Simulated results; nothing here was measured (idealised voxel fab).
process module | voxel double patterning
The figure presents cross-section cut, which has a width of 300 nm and is divided into square cells with an edge length of 5 nm.
For the purposes of this document, a cross-section shall be understood as a grid of square cells, specified as bands listed in top-to-bottom order, each band consisting of one or more rows of cells. For a band, the entry starts with two heights in nm, that of the top and then that of the bottom, and carries on with the band's materials in order from left to right, each alongside its width in nm; the word "edge to edge" beside a single material means it fills the band edge to edge, and "blank" means empty space. Height 0 is the level under which the wafer as received is all one material. The lowest band goes on downwards, as in "top 0, no bottom". With a width like "30 to 40", each row of cells in the band differs from the next by the same amount, the top row carrying the first number and the bottom row the second. Where a step carries "nothing was modified", the cross-section came out of it unchanged, cell for cell. Look at "Closed cavities" for the closed voids: empty spaces with no open path to the top, sized 8 cells or up. Each is width x height at distance, distance from the left edge, all nm. If you see something after the settings on a step's line, that's the simulator's own remark about that step. overlay nm: how far to the right of its planned place the mask lay on this masked step (negative: to the left).

STEPS IN THE PROCESS PLAN
| 1 | op RECEIVE | material Si |
| 2 | op CONFORMAL_DEP | material SiN | thk nm 5 |
| 3 | op DIRECTIONAL_DEP | material SiO2 | thk nm 20 |
| 4 | op DIRECTIONAL_DEP | material SiCN | thk nm 10 |
| 5 | op DIRECTIONAL_DEP | material aC | thk nm 10 |
| 6 | op PATTERN | tone open | mask id FIRST | material resist | width nm 15 | pitch nm 50 | thk nm 25 | overlay nm 0 |
| 7 | op DIRECTIONAL_ETCH | etch materials aC | depth nm 10 |
| 8 | op STRIP | etch materials resist |
| 9 | op DIRECTIONAL_ETCH | etch materials SiCN | depth nm 10 |
| 10 | op STRIP | etch materials aC |
| 11 | op DIRECTIONAL_DEP | material aC | thk nm 10 |
| 12 | op PATTERN | tone open | mask id SECOND | material resist | width nm 15 | pitch nm 50 | thk nm 30 | overlay nm 0 |
| 13 | op DIRECTIONAL_ETCH | etch materials aC | depth nm 10 |
| 14 | op STRIP | etch materials resist |
| 15 | op DIRECTIONAL_ETCH | etch materials SiCN | depth nm 10 |
| 16 | op STRIP | etch materials aC |
| 17 | op DIRECTIONAL_ETCH | etch materials SiO2 | depth nm 20 |
| 18 | op STRIP | etch materials SiCN |
Keep in mind the plan's value for the width nm of step 12 comes from the first wafer; the wafers don't share that setting, but they do share the same starting point.

CROSS-SECTION: THE FIRST OF SEVERAL WAFERS IN ITS AS-RECEIVED STATE, I.E. FOLLOWING STEP 1
	top 0, no bottom = Si edge to edge
	Closed cavities: none

WAFER ROWS; END OF MODULE; CELLS PER MATERIAL SINCE RECEIPT: (+) GAINED, (-) LOST; THEN CLOSED VOIDS
width nm 15, +60 SiN, +180 SiO2, Closed cavities: none
width nm 20, +60 SiN, +172 SiO2, Closed cavities: none
width nm 25, +60 SiN, +164 SiO2, Closed cavities: none
width nm 30, +60 SiN, +156 SiO2, Closed cavities: none
